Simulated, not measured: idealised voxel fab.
The process module presented herein is designated voxel capacitor over wiring.
This is section cut - it's 230 nm across, gridded in 5 nm square cells.
Format of a cross-section: grid, square cells. Given as bands. Order: top down. Band: one or more rows of cells. It is stipulated that each band's entry specify, in nanometres, the height of the top of the band and then that of its bottom, followed by the materials of the band in left-to-right sequence, each together with its width in nanometres. A single material marked by the word "all across" is understood to fill the band from edge to edge; the word "blank" is understood to denote empty space. It should be noted that heights are counted from 0, beneath which the wafer as supplied is of one material throughout, and that the lowest band possesses no lower boundary but continues downward, as written in "0 and below". When a width is written as two numbers, as in "30->40", the first number is the width in the top row of cells of the band and the second is the width in its bottom row, and the width changes by the same amount from each row to the next. Step note "remains unaltered" = no cross-section cell changed. Any empty space of 8 cells or more lacking an open way to the top shows up in "Closed void table" as width x height at distance, distance from the left edge, in nm. On each step's line, the part that comes after the settings is the simulator's own comment on the step. A step line may carry the setting "overlay nm", which, for steps involving a mask, states the distance by which the mask lay to the right of its intended position; negative values denote displacement to the left.
Listed below are the process steps as planned
| 1 | RECEIVE | material Si |
| 2 | CONFORMAL_DEP | material SiO2 | thk nm 10 |
| 3 | CONFORMAL_DEP | material SiCN | thk nm 5 |
| 4 | DIRECTIONAL_DEP | material SiO2 | thk nm 20 |
| 5 | DIRECTIONAL_DEP | material aC | thk nm 10 |
| 6 | PATTERN | tone open | mask id METAL_1 | material resist | width nm 25 | pitch nm 95 | thk nm 25 | overlay nm 0 |
| 7 | DIRECTIONAL_ETCH | etch materials aC | depth nm 10 |
| 8 | STRIP | etch materials resist |
| 9 | DIRECTIONAL_ETCH | etch materials SiO2 | depth nm 20 |
| 10 | DIRECTIONAL_ETCH | etch materials SiCN | depth nm 5 |
| 11 | STRIP | etch materials aC |
| 12 | CONFORMAL_DEP | material TiN | thk nm 5 |
| 13 | FILL_DEP | material Cu | thk nm 10 |
| 14 | CMP | height nm 35 |
| 15 | CONFORMAL_DEP | material SiCN | thk nm 5 |
| 16 | DIRECTIONAL_DEP | material SiO2 | thk nm 10 |
| 17 | PATTERN | tone open | mask id PLUG_1 | material resist | width nm 15 | thk nm 15 | overlay nm 0 |
| 18 | DIRECTIONAL_ETCH | etch materials SiO2 | depth nm 10 |
| 19 | DIRECTIONAL_ETCH | etch materials SiCN | depth nm 5 |
| 20 | STRIP | etch materials resist |
| 21 | CONFORMAL_DEP | material TiN | thk nm 5 |
| 22 | FILL_DEP | material Cu | thk nm 10 |
| 23 | CMP | height nm 50 |
| 24 | DIRECTIONAL_DEP | material TiN | thk nm 5 |
| 25 | DIRECTIONAL_DEP | material SiN | thk nm 5 |
| 26 | DIRECTIONAL_DEP | material TiN | thk nm 5 |
| 27 | MASKED_ETCH | tone cover | mask id UPPER_PLATE | width nm 75 | etch materials TiN | depth nm 5 | overlay nm 0 |
| 28 | MASKED_ETCH | tone cover | mask id UPPER_PLATE | width nm 75 | etch materials SiN | depth nm 5 | overlay nm 0 |
| 29 | DIRECTIONAL_DEP | material aC | thk nm 10 |
| 30 | PATTERN | tone cover | mask id LOWER_PLATE | material resist | width nm 85 | thk nm 25 | overlay nm 0 |
| 31 | DIRECTIONAL_ETCH | etch materials aC | depth nm 10 |
| 32 | STRIP | etch materials resist |
| 33 | DIRECTIONAL_ETCH | etch materials TiN | depth nm 5 |
| 34 | STRIP | etch materials aC |
| 35 | FILL_DEP | material SiO2 | thk nm 15 |
| 36 | CMP | height nm 75 |
| 37 | DIRECTIONAL_DEP | material aC | thk nm 15 |
| 38 | PATTERN | tone open | mask id PLUG_2 | material resist | width nm 15 | thk nm 30 | overlay nm 0 |
| 39 | DIRECTIONAL_ETCH | etch materials aC | depth nm 15 |
| 40 | STRIP | etch materials resist |
| 41 | DIRECTIONAL_ETCH | etch materials SiO2 | depth nm 10 |
| 42 | STRIP | etch materials aC |
| 43 | CONFORMAL_DEP | material TiN | thk nm 5 |
| 44 | FILL_DEP | material W | thk nm 10 |
| 45 | CMP | height nm 75 |
| 46 | CONFORMAL_DEP | material SiN | thk nm 5 |
As-received wafer cross-section (after step 1)
* 0 and below = Si all across
* Closed void table: none
Module complete, cross-section. Starting point and plan per above. One mistake made in running the module
* 80 down to 75 = SiN all across
* 75 down to 70 = 75 SiO2 | 5 TiN | 5 W | 5 TiN | 140 SiO2
* 70 down to 60 = 75->65 SiO2 | 15->75 TiN | 140->90 SiO2
* 60 down to 55 = 65 SiO2 | 75 SiN | 90 SiO2
* 55 down to 50 = 60 SiO2 | 85 TiN | 85 SiO2
* 50 down to 40 = 65 SiO2 | 5 TiN | 5 Cu | 5 TiN | 150 SiO2
* 40 down to 35 = 65 SiCN | 15 TiN | 150 SiCN
* 35 down to 20 = 55 SiO2 | 5 TiN | 15 Cu | 5 TiN | 70 SiO2 | 5 TiN | 15 Cu | 5 TiN | 55 SiO2
* 20 down to 15 = 55 SiO2 | 25 TiN | 70 SiO2 | 25 TiN | 55 SiO2
* 15 down to 5 = SiO2 all across
* 5 down to 0 = SiCN all across
* 0 and below = Si all across
* Closed void table: none
So what did we get wrong on this run? steps 2 and 3 traded places in the executed sequence
